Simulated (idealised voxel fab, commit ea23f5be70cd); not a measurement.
process module | voxel air gaps
cross-section cut | 285 nm wide | cells 5 nm
A cross-section is a grid of square cells, given in bands from the top down. A band is one or more rows of cells.
Each band's line starts with the height of the band's top and of its bottom, in nm. Then come its materials from left to right, each with its width in nm. One material with "throughout" fills the band from edge to edge. "air" is empty space.
Height 0 is the level under which the wafer as received is all one material. The lowest band goes on downwards, as in "0 down".
A width such as "30 to 40" changes by the same amount from each row of cells to the next, from the band's top row to its bottom row.
"no change" after a step means that no cell of the cross-section changed.
closed voids: empty space of 8 cells or more with no open way to the top, each as width x height at its distance from the left edge, in nm
after a step's settings: what the simulator itself notes on the step
overlay nm, on a step with a mask: how far to the right of its planned place the mask lay; to the left if negative
plan
1 op RECEIVE | material Si
2 op CONFORMAL_DEP | material SiO2 | thk nm 10
3 op CONFORMAL_DEP | material SiN | thk nm 5
4 op DIRECTIONAL_DEP | material lowk | thk nm 30
5 op MASKED_ETCH | tone open | mask id LINES | width nm 25 | pitch nm 50 | etch materials lowk | depth nm 30 | overlay nm 0
6 op CONFORMAL_DEP | material TiN | thk nm 5
7 op FILL_DEP | material Ru | thk nm 5
8 op CMP | height nm 45
9 op EPI | material Ru | thk nm 10
10 op SELECTIVE_ETCH | etch materials lowk | depth nm 40
11 op CONFORMAL_DEP | material SiCN | thk nm 5
first wafer, as planned
as received, after step 1
  0 down: Si throughout
  closed voids: none
after step 2
  10 to 0: SiO2 throughout
  below 0: unchanged
after step 3
  15 to 10: SiN throughout
  below 10: unchanged
after step 4
  45 to 15: lowk throughout
  below 15: unchanged
after step 5
  45 to 15: lowk 80 | air 25 | lowk 25 | air 25 | lowk 25 | air 25 | lowk 80
  below 15: unchanged
after step 6
  50 to 45: TiN 85 | air 15 | TiN 35 | air 15 | TiN 35 | air 15 | TiN 85
  45 to 20: lowk 80 | TiN 5 | air 15 | TiN 5 | lowk 25 | TiN 5 | air 15 | TiN 5 | lowk 25 | TiN 5 | air 15 | TiN 5 | lowk 80
  20 to 15: lowk 80 | TiN 25 | lowk 25 | TiN 25 | lowk 25 | TiN 25 | lowk 80
  below 15: unchanged
after step 7
  55 to 50: Ru throughout
  50 to 45: TiN 85 | Ru 15 | TiN 35 | Ru 15 | TiN 35 | Ru 15 | TiN 85
  45 to 20: lowk 80 | TiN 5 | Ru 15 | TiN 5 | lowk 25 | TiN 5 | Ru 15 | TiN 5 | lowk 25 | TiN 5 | Ru 15 | TiN 5 | lowk 80
  below 20: unchanged
after step 8
  45 to 20: lowk 80 | TiN 5 | Ru 15 | TiN 5 | lowk 25 | TiN 5 | Ru 15 | TiN 5 | lowk 25 | TiN 5 | Ru 15 | TiN 5 | lowk 80
  below 20: unchanged
after step 9
  55 to 45: air 70 | Ru 45 | air 5 | Ru 45 | air 5 | Ru 45 | air 70
  below 45: unchanged
after step 10
  55 to 45: air 70 | Ru 45 | air 5 | Ru 45 | air 5 | Ru 45 | air 70
  45 to 20: air 80 | TiN 5 | Ru 15 | TiN 5 | air 25 | TiN 5 | Ru 15 | TiN 5 | air 25 | TiN 5 | Ru 15 | TiN 5 | air 80
  20 to 15: air 80 | TiN 25 | air 25 | TiN 25 | air 25 | TiN 25 | air 80
  below 15: unchanged
after step 11
  60 to 55: air 65 | SiCN 155 | air 65
  55 to 45: air 65 | SiCN 5 | Ru 45 | SiCN 5 | Ru 45 | SiCN 5 | Ru 45 | SiCN 5 | air 65
  45 to 40: air 65 | SiCN 15 | TiN 5 | Ru 15 | TiN 5 | SiCN 25 | TiN 5 | Ru 15 | TiN 5 | SiCN 25 | TiN 5 | Ru 15 | TiN 5 | SiCN 15 | air 65
  40 to 20: air 75 | SiCN 5 | TiN 5 | Ru 15 | TiN 5 | SiCN 5 | air 15 | SiCN 5 | TiN 5 | Ru 15 | TiN 5 | SiCN 5 | air 15 | SiCN 5 | TiN 5 | Ru 15 | TiN 5 | SiCN 5 | air 75
  20 to 15: SiCN 80 | TiN 25 | SiCN 25 | TiN 25 | SiCN 25 | TiN 25 | SiCN 80
  below 15: unchanged
  closed voids: 15 x 20 at 110; 15 x 20 at 160
second wafer: like start, like plan, one mistake. Through step 2 it matches the first wafer
when step 3 should have ended
  25 to 10: SiN throughout
  below 10: unchanged
when step 4 should have ended
  55 to 25: lowk throughout
  below 25: unchanged
when step 5 should have ended
  55 to 25: lowk 80 | air 25 | lowk 25 | air 25 | lowk 25 | air 25 | lowk 80
  below 25: unchanged
when step 6 should have ended
  60 to 55: TiN 85 | air 15 | TiN 35 | air 15 | TiN 35 | air 15 | TiN 85
  55 to 30: lowk 80 | TiN 5 | air 15 | TiN 5 | lowk 25 | TiN 5 | air 15 | TiN 5 | lowk 25 | TiN 5 | air 15 | TiN 5 | lowk 80
  30 to 25: lowk 80 | TiN 25 | lowk 25 | TiN 25 | lowk 25 | TiN 25 | lowk 80
  below 25: unchanged
when step 7 should have ended
  65 to 60: Ru throughout
  60 to 55: TiN 85 | Ru 15 | TiN 35 | Ru 15 | TiN 35 | Ru 15 | TiN 85
  55 to 30: lowk 80 | TiN 5 | Ru 15 | TiN 5 | lowk 25 | TiN 5 | Ru 15 | TiN 5 | lowk 25 | TiN 5 | Ru 15 | TiN 5 | lowk 80
  below 30: unchanged
when step 8 should have ended
  45 to 30: lowk 80 | TiN 5 | Ru 15 | TiN 5 | lowk 25 | TiN 5 | Ru 15 | TiN 5 | lowk 25 | TiN 5 | Ru 15 | TiN 5 | lowk 80
  below 30: unchanged
when step 9 should have ended
  55 to 45: air 70 | Ru 45 | air 5 | Ru 45 | air 5 | Ru 45 | air 70
  below 45: unchanged
when step 10 should have ended
  55 to 45: air 70 | Ru 45 | air 5 | Ru 45 | air 5 | Ru 45 | air 70
  45 to 30: air 80 | TiN 5 | Ru 15 | TiN 5 | air 25 | TiN 5 | Ru 15 | TiN 5 | air 25 | TiN 5 | Ru 15 | TiN 5 | air 80
  30 to 25: air 80 | TiN 25 | air 25 | TiN 25 | air 25 | TiN 25 | air 80
  below 25: unchanged
when step 11 should have ended
  60 to 55: air 65 | SiCN 155 | air 65
  55 to 45: air 65 | SiCN 5 | Ru 45 | SiCN 5 | Ru 45 | SiCN 5 | Ru 45 | SiCN 5 | air 65
  45 to 40: air 65 | SiCN 15 | TiN 5 | Ru 15 | TiN 5 | SiCN 25 | TiN 5 | Ru 15 | TiN 5 | SiCN 25 | TiN 5 | Ru 15 | TiN 5 | SiCN 15 | air 65
  40 to 30: air 75 | SiCN 5 | TiN 5 | Ru 15 | TiN 5 | SiCN 5 | air 15 | SiCN 5 | TiN 5 | Ru 15 | TiN 5 | SiCN 5 | air 15 | SiCN 5 | TiN 5 | Ru 15 | TiN 5 | SiCN 5 | air 75
  30 to 25: SiCN 80 | TiN 25 | SiCN 25 | TiN 25 | SiCN 25 | TiN 25 | SiCN 80
  below 25: unchanged
what went wrong: step 3 ran as: op CONFORMAL_DEP | material SiN | thk nm 15
at the end the second wafer has, in cells: 18 fewer of Ru | 12 fewer of SiCN | 114 more of SiN | 12 fewer of TiN
closed voids at the end (first wafer, second wafer): 2, 0
